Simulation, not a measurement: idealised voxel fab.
The following process module bears the name voxel wiring stack.
Cross-section cut: width 260 nm, square cells of 5 nm.
Format of a cross-section: grid, square cells. Given as bands. Order: top down. Band: one or more rows of cells. Heights first: top, then bottom, in nm. Then materials, left to right, each with a width in nm. "full width" on a single material: fills the band edge to edge. "empty": empty space. Heights from 0 (as-received wafer is one material below). Bottom band endless downward, as "z 0 and below". Think of "30..40" as a width that walks from the first number to the second as you go down the band, top row to bottom row, taking equal-sized steps from row to row. "stayed the same", as given for a step, is the statement that not any cell of the cross-section underwent a change during that step. Entry "Cavities, closed". Content: empty spaces with no open connection to the top, size 8 cells or greater. Each: width x height at distance. Distance: from left edge. Unit: nm. Read whatever lies past the settings on a step's line as the simulator's own remark about the step. If you see "overlay nm" on a step's line and that step has a mask, it's telling you how far right of where it was planned the mask ended up; a negative number means it went left instead.
## Process steps (planned)
1: RECEIVE with material Si
2: CONFORMAL_DEP with material SiO2, thk nm 15
3: CONFORMAL_DEP with material SiN, thk nm 5
4: DIRECTIONAL_DEP with material lowk, thk nm 15
5: MASKED_ETCH with tone open, mask id METAL_1, width nm 25, pitch nm 50, etch materials lowk, depth nm 15, overlay nm 0
6: MASKED_ETCH with tone open, mask id METAL_1, width nm 25, pitch nm 50, etch materials SiN, depth nm 5, overlay nm 0
7: CONFORMAL_DEP with material TiN, thk nm 5
8: FILL_DEP with material W, thk nm 10
9: CMP with height nm 35
10: EPI with material Ru, thk nm 5
11: FILL_DEP with material SiCN, thk nm 5
12: DIRECTIONAL_DEP with material lowk, thk nm 35
13: PATTERN with tone open, mask id METAL_2_HOLES, material resist, width nm 15, thk nm 15, overlay nm 0
14: DIRECTIONAL_ETCH with etch materials lowk, depth nm 35
15: STRIP with etch materials resist
16: DIRECTIONAL_DEP with material aC, thk nm 15
17: PATTERN with tone open, mask id METAL_2, material resist, width nm 25, pitch nm 50, thk nm 35, overlay nm 0
18: DIRECTIONAL_ETCH with etch materials aC, depth nm 15
19: STRIP with etch materials resist
20: DIRECTIONAL_ETCH with etch materials lowk, depth nm 20
21: DIRECTIONAL_ETCH with etch materials SiCN, depth nm 5
22: STRIP with etch materials aC
23: CONFORMAL_DEP with material TiN, thk nm 5
24: FILL_DEP with material Cu, thk nm 5
25: CMP with height nm 80
26: CONFORMAL_DEP with material SiCN, thk nm 5
## Concerning the first of two wafers, which was run in accordance with the plan
## Wafer cross-section on receipt, i.e. after step 1
  z 0 and below  Si full width
  Cavities, closed: none
## The wafer, seen in cross-section, after step 2
  z 15 to 0  SiO2 full width
  Under 0: no change, same as before.
## The wafer, seen in cross-section, after step 3
  z 20 to 15  SiN full width
  Under 15: no change, same as before.
## The wafer, seen in cross-section, after step 4
  z 35 to 20  lowk full width
  Under 20: no change, same as before.
## The wafer, seen in cross-section, after step 5
  z 35 to 20  90 of lowk  25 of empty  25 of lowk  25 of empty  95 of lowk
  Under 20: no change, same as before.
## The wafer, seen in cross-section, after step 6
  z 35 to 20  90 of lowk  25 of empty  25 of lowk  25 of empty  95 of lowk
  z 20 to 15  90 of SiN  25 of empty  25 of SiN  25 of empty  95 of SiN
  Under 15: no change, same as before.
## The wafer, seen in cross-section, after step 7
  z 40 to 35  95 of TiN  15 of empty  35 of TiN  15 of empty  100 of TiN
  z 35 to 20  90 of lowk  5 of TiN  15 of empty  5 of TiN  25 of lowk  5 of TiN  15 of empty  5 of TiN  95 of lowk
  z 20 to 15  90 of SiN  25 of TiN  25 of SiN  25 of TiN  95 of SiN
  Under 15: no change, same as before.
## The wafer, seen in cross-section, after step 8
  z 50 to 40  W full width
  z 40 to 35  95 of TiN  15 of W  35 of TiN  15 of W  100 of TiN
  z 35 to 20  90 of lowk  5 of TiN  15 of W  5 of TiN  25 of lowk  5 of TiN  15 of W  5 of TiN  95 of lowk
  Under 20: no change, same as before.
## The wafer, seen in cross-section, after step 9
  z 35 to 20  90 of lowk  5 of TiN  15 of W  5 of TiN  25 of lowk  5 of TiN  15 of W  5 of TiN  95 of lowk
  Under 20: no change, same as before.
## The wafer, seen in cross-section, after step 10
  z 40 to 35  85 of empty  35 of Ru  15 of empty  35 of Ru  90 of empty
  Under 35: no change, same as before.
## The wafer, seen in cross-section, after step 11
  z 45 to 40  SiCN full width
  z 40 to 35  85 of SiCN  35 of Ru  15 of SiCN  35 of Ru  90 of SiCN
  Under 35: no change, same as before.
## The wafer, seen in cross-section, after step 12
  z 80 to 45  lowk full width
  Under 45: no change, same as before.
## The wafer, seen in cross-section, after step 13
  z 95 to 80  90 of resist  15 of empty  155 of resist
  Under 80: no change, same as before.
## The wafer, seen in cross-section, after step 14
  z 95 to 80  90 of resist  15 of empty  155 of resist
  z 80 to 45  90 of lowk  15 of empty  155 of lowk
  Under 45: no change, same as before.
## The wafer, seen in cross-section, after step 15
  z 80 to 45  90 of lowk  15 of empty  155 of lowk
  Under 45: no change, same as before.
## The wafer, seen in cross-section, after step 16
  z 95 to 80  90 of aC  15 of empty  155 of aC
  z 80 to 60  90 of lowk  15 of empty  155 of lowk
  z 60 to 45  90 of lowk  15 of aC  155 of lowk
  Under 45: no change, same as before.
## The wafer, seen in cross-section, after step 17
  z 130 to 95  90 of resist  25 of empty  25 of resist  25 of empty  95 of resist
  Under 95: no change, same as before.
## The wafer, seen in cross-section, after step 18
  z 115 to 95  90 of resist  25 of empty  25 of resist  25 of empty  95 of resist
  z 95 to 80  90 of aC  25 of empty  25 of aC  25 of empty  95 of aC
  z 80 to 45  90 of lowk  15 of empty  155 of lowk
  Under 45: no change, same as before.
## The wafer, seen in cross-section, after step 19
  z 95 to 80  90 of aC  25 of empty  25 of aC  25 of empty  95 of aC
  Under 80: no change, same as before.
## The wafer, seen in cross-section, after step 20
  z 95 to 80  90 of aC  25 of empty  25 of aC  25 of empty  95 of aC
  z 80 to 60  90 of lowk  25 of empty  25 of lowk  25 of empty  95 of lowk
  Under 60: no change, same as before.
## The wafer, seen in cross-section, after step 21
  z 95 to 80  90 of aC  25 of empty  25 of aC  25 of empty  95 of aC
  z 80 to 60  90 of lowk  25 of empty  25 of lowk  25 of empty  95 of lowk
  z 60 to 45  90 of lowk  15 of empty  155 of lowk
  z 45 to 40  90 of SiCN  15 of empty  155 of SiCN
  Under 40: no change, same as before.
## The wafer, seen in cross-section, after step 22
  z 80 to 60  90 of lowk  25 of empty  25 of lowk  25 of empty  95 of lowk
  Under 60: no change, same as before.
## The wafer, seen in cross-section, after step 23
  z 85 to 80  95 of TiN  15 of empty  35 of TiN  15 of empty  100 of TiN
  z 80 to 65  90 of lowk  5 of TiN  15 of empty  5 of TiN  25 of lowk  5 of TiN  15 of empty  5 of TiN  95 of lowk
  z 65 to 60  90 of lowk  5 of TiN  5 of empty  15 of TiN  25 of lowk  25 of TiN  95 of lowk
  z 60 to 45  90 of lowk  5 of TiN  5 of empty  5 of TiN  155 of lowk
  z 45 to 40  90 of SiCN  15 of TiN  155 of SiCN
  Under 40: no change, same as before.
## The wafer, seen in cross-section, after step 24
  z 90 to 85  Cu full width
  z 85 to 80  95 of TiN  15 of Cu  35 of TiN  15 of Cu  100 of TiN
  z 80 to 65  90 of lowk  5 of TiN  15 of Cu  5 of TiN  25 of lowk  5 of TiN  15 of Cu  5 of TiN  95 of lowk
  z 65 to 60  90 of lowk  5 of TiN  5 of Cu  15 of TiN  25 of lowk  25 of TiN  95 of lowk
  z 60 to 45  90 of lowk  5 of TiN  5 of Cu  5 of TiN  155 of lowk
  Under 45: no change, same as before.
## The wafer, seen in cross-section, after step 25
  z 80 to 65  90 of lowk  5 of TiN  15 of Cu  5 of TiN  25 of lowk  5 of TiN  15 of Cu  5 of TiN  95 of lowk
  Under 65: no change, same as before.
## The wafer, seen in cross-section, after step 26
  z 85 to 80  SiCN full width
  Under 80: no change, same as before.
## The second wafer began exactly as the first did and followed the same plan, but one mistake was made while running it; through step 2 inclusive, the two wafers are identical
## The second wafer in cross-section, at the planned close of step 3
  z 30 to 15  lowk full width
  Under 15: no change, same as before.
## The second wafer in cross-section, at the planned close of step 4
  z 35 to 30  SiN full width
  Under 30: no change, same as before.
The second wafer in cross-section, at the planned close of step 5: stayed the same
## The second wafer in cross-section, at the planned close of step 6
  z 35 to 30  90 of SiN  25 of empty  25 of SiN  25 of empty  95 of SiN
  Under 30: no change, same as before.
## The second wafer in cross-section, at the planned close of step 7
  z 40 to 35  95 of TiN  15 of empty  35 of TiN  15 of empty  100 of TiN
  z 35 to 30  90 of SiN  25 of TiN  25 of SiN  25 of TiN  95 of SiN
  Under 30: no change, same as before.
## The second wafer in cross-section, at the planned close of step 8
  z 50 to 40  W full width
  z 40 to 35  95 of TiN  15 of W  35 of TiN  15 of W  100 of TiN
  Under 35: no change, same as before.
## The second wafer in cross-section, at the planned close of step 9
  z 35 to 30  90 of SiN  25 of TiN  25 of SiN  25 of TiN  95 of SiN
  Under 30: no change, same as before.
## The second wafer in cross-section, at the planned close of step 10
  z 40 to 35  85 of empty  35 of Ru  15 of empty  35 of Ru  90 of empty
  Under 35: no change, same as before.
## The second wafer in cross-section, at the planned close of step 11
  z 45 to 40  SiCN full width
  z 40 to 35  85 of SiCN  35 of Ru  15 of SiCN  35 of Ru  90 of SiCN
  Under 35: no change, same as before.
## The second wafer in cross-section, at the planned close of step 12
  z 80 to 45  lowk full width
  Under 45: no change, same as before.
## The second wafer in cross-section, at the planned close of step 13
  z 95 to 80  90 of resist  15 of empty  155 of resist
  Under 80: no change, same as before.
## The second wafer in cross-section, at the planned close of step 14
  z 95 to 80  90 of resist  15 of empty  155 of resist
  z 80 to 45  90 of lowk  15 of empty  155 of lowk
  Under 45: no change, same as before.
## The second wafer in cross-section, at the planned close of step 15
  z 80 to 45  90 of lowk  15 of empty  155 of lowk
  Under 45: no change, same as before.
## The second wafer in cross-section, at the planned close of step 16
  z 95 to 80  90 of aC  15 of empty  155 of aC
  z 80 to 60  90 of lowk  15 of empty  155 of lowk
  z 60 to 45  90 of lowk  15 of aC  155 of lowk
  Under 45: no change, same as before.
## The second wafer in cross-section, at the planned close of step 17
  z 130 to 95  90 of resist  25 of empty  25 of resist  25 of empty  95 of resist
  Under 95: no change, same as before.
## The second wafer in cross-section, at the planned close of step 18
  z 115 to 95  90 of resist  25 of empty  25 of resist  25 of empty  95 of resist
  z 95 to 80  90 of aC  25 of empty  25 of aC  25 of empty  95 of aC
  z 80 to 45  90 of lowk  15 of empty  155 of lowk
  Under 45: no change, same as before.
## The second wafer in cross-section, at the planned close of step 19
  z 95 to 80  90 of aC  25 of empty  25 of aC  25 of empty  95 of aC
  Under 80: no change, same as before.
## The second wafer in cross-section, at the planned close of step 20
  z 95 to 80  90 of aC  25 of empty  25 of aC  25 of empty  95 of aC
  z 80 to 60  90 of lowk  25 of empty  25 of lowk  25 of empty  95 of lowk
  Under 60: no change, same as before.
## The second wafer in cross-section, at the planned close of step 21
  z 95 to 80  90 of aC  25 of empty  25 of aC  25 of empty  95 of aC
  z 80 to 60  90 of lowk  25 of empty  25 of lowk  25 of empty  95 of lowk
  z 60 to 45  90 of lowk  15 of empty  155 of lowk
  z 45 to 40  90 of SiCN  15 of empty  155 of SiCN
  Under 40: no change, same as before.
## The second wafer in cross-section, at the planned close of step 22
  z 80 to 60  90 of lowk  25 of empty  25 of lowk  25 of empty  95 of lowk
  Under 60: no change, same as before.
## The second wafer in cross-section, at the planned close of step 23
  z 85 to 80  95 of TiN  15 of empty  35 of TiN  15 of empty  100 of TiN
  z 80 to 65  90 of lowk  5 of TiN  15 of empty  5 of TiN  25 of lowk  5 of TiN  15 of empty  5 of TiN  95 of lowk
  z 65 to 60  90 of lowk  5 of TiN  5 of empty  15 of TiN  25 of lowk  25 of TiN  95 of lowk
  z 60 to 45  90 of lowk  5 of TiN  5 of empty  5 of TiN  155 of lowk
  z 45 to 40  90 of SiCN  15 of TiN  155 of SiCN
  Under 40: no change, same as before.
## The second wafer in cross-section, at the planned close of step 24
  z 90 to 85  Cu full width
  z 85 to 80  95 of TiN  15 of Cu  35 of TiN  15 of Cu  100 of TiN
  z 80 to 65  90 of lowk  5 of TiN  15 of Cu  5 of TiN  25 of lowk  5 of TiN  15 of Cu  5 of TiN  95 of lowk
  z 65 to 60  90 of lowk  5 of TiN  5 of Cu  15 of TiN  25 of lowk  25 of TiN  95 of lowk
  z 60 to 45  90 of lowk  5 of TiN  5 of Cu  5 of TiN  155 of lowk
  Under 45: no change, same as before.
## The second wafer in cross-section, at the planned close of step 25
  z 80 to 65  90 of lowk  5 of TiN  15 of Cu  5 of TiN  25 of lowk  5 of TiN  15 of Cu  5 of TiN  95 of lowk
  Under 65: no change, same as before.
## The second wafer in cross-section, at the planned close of step 26
  z 85 to 80  SiCN full width
  Under 80: no change, same as before.
Plan not followed: transposition of steps 3 and 4 relative to the planned sequence
The second wafer ends with more or fewer cells of some materials than the first, per final count: TiN -12 | W -18 | lowk +30
